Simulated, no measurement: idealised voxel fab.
The following process module bears the name voxel lift off.
Section shown: cut. Width: 215 nm. Cell size: 5 nm, square.
Throughout this document, each cross-section is represented as a grid of square cells and is presented as a sequence of bands enumerated from the top downward, where a band comprises one or more rows of cells. Within each band entry, the heights of the top and of the bottom of the band appear first, in that order and in nm; the materials of the band then follow from left to right, each with its corresponding width in nm. The designation "all across" on a single material indicates that it fills the band from edge to edge; the designation "air" indicates empty space. Below 0: as-received wafer, all one material; heights counted from there. Lowest band: no bottom, goes on down, written "0..down". Think of "30 to 40" as a width that walks from the first number to the second as you go down the band, top row to bottom row, taking equal-sized steps from row to row. When a step is marked "no change", none of the cells in the cross-section changed during that step. Empty spaces counting at least 8 cells and having no open way to the top are listed in "Fully sealed voids". The notation width x height at distance is used for each, the distance being from the left edge and all three values in nm. That trailing text on a step's line, after the settings, is the simulator's own remark on the step. overlay nm: mask right of planned place by this much (step with mask). Neg. = left.
[Planned process steps]
1. RECEIVE | material Si
2. CONFORMAL_DEP | material Al2O3 | thk nm 15
3. PATTERN | tone open | mask id LINES | material resist | width nm 15 | pitch nm 30 | thk nm 20 | overlay nm 0
4. DIRECTIONAL_DEP | material Ru | thk nm 10
5. STRIP | etch materials resist
6. CONFORMAL_DEP | material SiO2 | thk nm 5
[This is the cross-section of the wafer as we received it, i.e. after step 1]
* 0..down: Si all across
* Fully sealed voids: none
[Cross-sectional image of the first of two wafers at the end of the module, the run having proceeded as planned]
* 30..25: air=80 / SiO2=25 / air=5 / SiO2=25 / air=80
* 25..20: air=80 / SiO2=5 / Ru=15 / SiO2=5 / air=5 / SiO2=5 / Ru=15 / SiO2=5 / air=80
* 20..15: SiO2=85 / Ru=15 / SiO2=15 / Ru=15 / SiO2=85
* 15..0: Al2O3 all across
* 0..down: Si all across
* Fully sealed voids: none
[Cross-section, second wafer: same start as the first, same plan as the first, one mistake in running it; taken at the end of the module]
* 40..35: air=80 / SiO2=25 / air=5 / SiO2=25 / air=80
* 35..30: air=80 / SiO2=5 / Ru=15 / SiO2=5 / air=5 / SiO2=5 / Ru=15 / SiO2=5 / air=80
* 30..25: SiO2=85 / Ru=15 / SiO2=15 / Ru=15 / SiO2=85
* 25..0: Al2O3 all across
* 0..down: Si all across
* Fully sealed voids: none
Deviation noted in wafer processing: step 2 did not use the planned setting and instead ran as CONFORMAL_DEP | material Al2O3 | thk nm 25
FYI, end of process, the second wafer has more or fewer cells of some materials than the first: Al2O3: 86 more
